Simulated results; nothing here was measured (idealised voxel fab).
Presented below is a process module, voxel gate over fins.
Section shown: cut. Width: 255 nm. Cell size: 5 nm, square.
Cross-section spec: square-cell grid; bands listed top down; each band is one or more rows.
First you get the band's top height and its bottom height, in nm, and then the materials it's made of, left to right, with each width in nm. If you see a single material with "full width", that one covers the band edge to edge. "blank" is empty space.
For the purposes of this specification, 0 denotes the height below which the wafer in its as-received condition is composed wholly of one material, and the lowermost band, lacking a lower limit, extends downward without end, as expressed in "top 0, no bottom".
With a width like "30 to 40", each row of cells in the band differs from the next by the same amount, the top row carrying the first number and the bottom row the second.
"remains unaltered" -> step changed no cross-section cell.
"Tabulated closed voids": sealed empty spaces, 8 cells or more, no open way to top, listed width x height at distance, with distance from the left edge and width, height and distance in nm.
Post-settings text on a step line: simulator's own remark regarding the step.
A step's line can hold "overlay nm"; with a mask on that step, the setting says how far right of the planned place the mask lay, while a negative setting says it lay to the left.

This section lists the process steps that were planned:
1. RECEIVE [material Si]
2. CONFORMAL_DEP [material SiN] [thk nm 10]
3. PATTERN [tone cover] [mask id FINS] [material resist] [width nm 15] [pitch nm 35] [thk nm 15] [overlay nm -15]
4. DIRECTIONAL_ETCH [etch materials SiN] [depth nm 10]
5. DIRECTIONAL_ETCH [etch materials Si] [depth nm 30]
6. STRIP [etch materials resist]
7. FILL_DEP [material SiO2] [thk nm 5]
8. CMP [height nm 10]
9. SELECTIVE_ETCH [etch materials SiO2] [depth nm 25]
10. STRIP [etch materials SiN]
11. CONFORMAL_DEP [material HfO2] [thk nm 5]
12. CONFORMAL_DEP [material TiN] [thk nm 5]
13. CONFORMAL_DEP [material TiAl] [thk nm 5]
14. CONFORMAL_DEP [material TiN] [thk nm 5]
15. FILL_DEP [material W] [thk nm 15]
16. CMP [height nm 30]
17. CONFORMAL_DEP [material SiN] [thk nm 10]
varied across the wafers: overlay nm of step 3. The plan shows the first wafer's value. All wafers start alike

The first of several wafers in cross-section, exactly as it reached us after step 1:
  top 0, no bottom = Si full width
  Tabulated closed voids: none

Cross-section of the first of several wafers once the module has run through its last step, step 17:
  top 40, bottom 30 = SiN full width
  top 30, bottom 20 = W full width
  top 20, bottom 15 = W (30) / TiN (160) / W (65)
  top 15, bottom 10 = W (30) / TiN (5) / TiAl (150) / TiN (5) / W (65)
  top 10, bottom 5 = W (30) / TiN (5) / TiAl (5) / TiN (140) / TiAl (5) / TiN (5) / W (65)
  top 5, bottom 0 = TiN (35) / TiAl (5) / TiN (5) / HfO2 (25) / TiN (10) / HfO2 (25) / TiN (10) / HfO2 (25) / TiN (10) / HfO2 (25) / TiN (5) / TiAl (5) / TiN (70)
  top 0, bottom -5 = TiAl (40) / TiN (5) / HfO2 (5) / Si (15) / HfO2 (5) / TiN (10) / HfO2 (5) / Si (15) / HfO2 (5) / TiN (10) / HfO2 (5) / Si (15) / HfO2 (5) / TiN (10) / HfO2 (5) / Si (15) / HfO2 (5) / TiN (5) / TiAl (75)
  top -5, bottom -10 = TiN (45) / HfO2 (5) / Si (15) / HfO2 (5) / TiN (10) / HfO2 (5) / Si (15) / HfO2 (5) / TiN (10) / HfO2 (5) / Si (15) / HfO2 (5) / TiN (10) / HfO2 (5) / Si (15) / HfO2 (5) / TiN (80)
  top -10, bottom -15 = HfO2 (50) / Si (15) / HfO2 (20) / Si (15) / HfO2 (20) / Si (15) / HfO2 (20) / Si (15) / HfO2 (85)
  top -15, bottom -30 = SiO2 (50) / Si (15) / SiO2 (20) / Si (15) / SiO2 (20) / Si (15) / SiO2 (20) / Si (15) / SiO2 (85)
  top -30, no bottom = Si full width
  Tabulated closed voids: none

Sectional view of the last wafer upon completion of the module:
  top 40, bottom 30 = SiN full width
  top 30, bottom 20 = W full width
  top 20, bottom 15 = W (60) / TiN (160) / W (35)
  top 15, bottom 10 = W (60) / TiN (5) / TiAl (150) / TiN (5) / W (35)
  top 10, bottom 5 = W (60) / TiN (5) / TiAl (5) / TiN (140) / TiAl (5) / TiN (5) / W (35)
  top 5, bottom 0 = TiN (65) / TiAl (5) / TiN (5) / HfO2 (25) / TiN (10) / HfO2 (25) / TiN (10) / HfO2 (25) / TiN (10) / HfO2 (25) / TiN (5) / TiAl (5) / TiN (40)
  top 0, bottom -5 = TiAl (70) / TiN (5) / HfO2 (5) / Si (15) / HfO2 (5) / TiN (10) / HfO2 (5) / Si (15) / HfO2 (5) / TiN (10) / HfO2 (5) / Si (15) / HfO2 (5) / TiN (10) / HfO2 (5) / Si (15) / HfO2 (5) / TiN (5) / TiAl (45)
  top -5, bottom -10 = TiN (75) / HfO2 (5) / Si (15) / HfO2 (5) / TiN (10) / HfO2 (5) / Si (15) / HfO2 (5) / TiN (10) / HfO2 (5) / Si (15) / HfO2 (5) / TiN (10) / HfO2 (5) / Si (15) / HfO2 (5) / TiN (50)
  top -10, bottom -15 = HfO2 (80) / Si (15) / HfO2 (20) / Si (15) / HfO2 (20) / Si (15) / HfO2 (20) / Si (15) / HfO2 (55)
  top -15, bottom -30 = SiO2 (80) / Si (15) / SiO2 (20) / Si (15) / SiO2 (20) / Si (15) / SiO2 (20) / Si (15) / SiO2 (55)
  top -30, no bottom = Si full width
  Tabulated closed voids: none

Here is how to read the rows: every wafer has a row, and it shows the wafer at the end of the module, giving for each material how many cells were gained (+) or lost (-) since the wafer was received, then listing its closed voids:
overlay nm -15 | +75 HfO2 | -234 Si | +102 SiN | +117 SiO2 | +57 TiAl | +132 TiN | +159 W | Tabulated closed voids: none
overlay nm -10 | +75 HfO2 | -234 Si | +102 SiN | +117 SiO2 | +57 TiAl | +132 TiN | +159 W | Tabulated closed voids: none
overlay nm -5 | +75 HfO2 | -234 Si | +102 SiN | +117 SiO2 | +57 TiAl | +132 TiN | +159 W | Tabulated closed voids: none
overlay nm 0 | +75 HfO2 | -234 Si | +102 SiN | +117 SiO2 | +57 TiAl | +132 TiN | +159 W | Tabulated closed voids: none
overlay nm 5 | +75 HfO2 | -234 Si | +102 SiN | +117 SiO2 | +57 TiAl | +132 TiN | +159 W | Tabulated closed voids: none
overlay nm 10 | +75 HfO2 | -234 Si | +102 SiN | +117 SiO2 | +57 TiAl | +132 TiN | +159 W | Tabulated closed voids: none
overlay nm 15 | +75 HfO2 | -234 Si | +102 SiN | +117 SiO2 | +57 TiAl | +132 TiN | +159 W | Tabulated closed voids: none
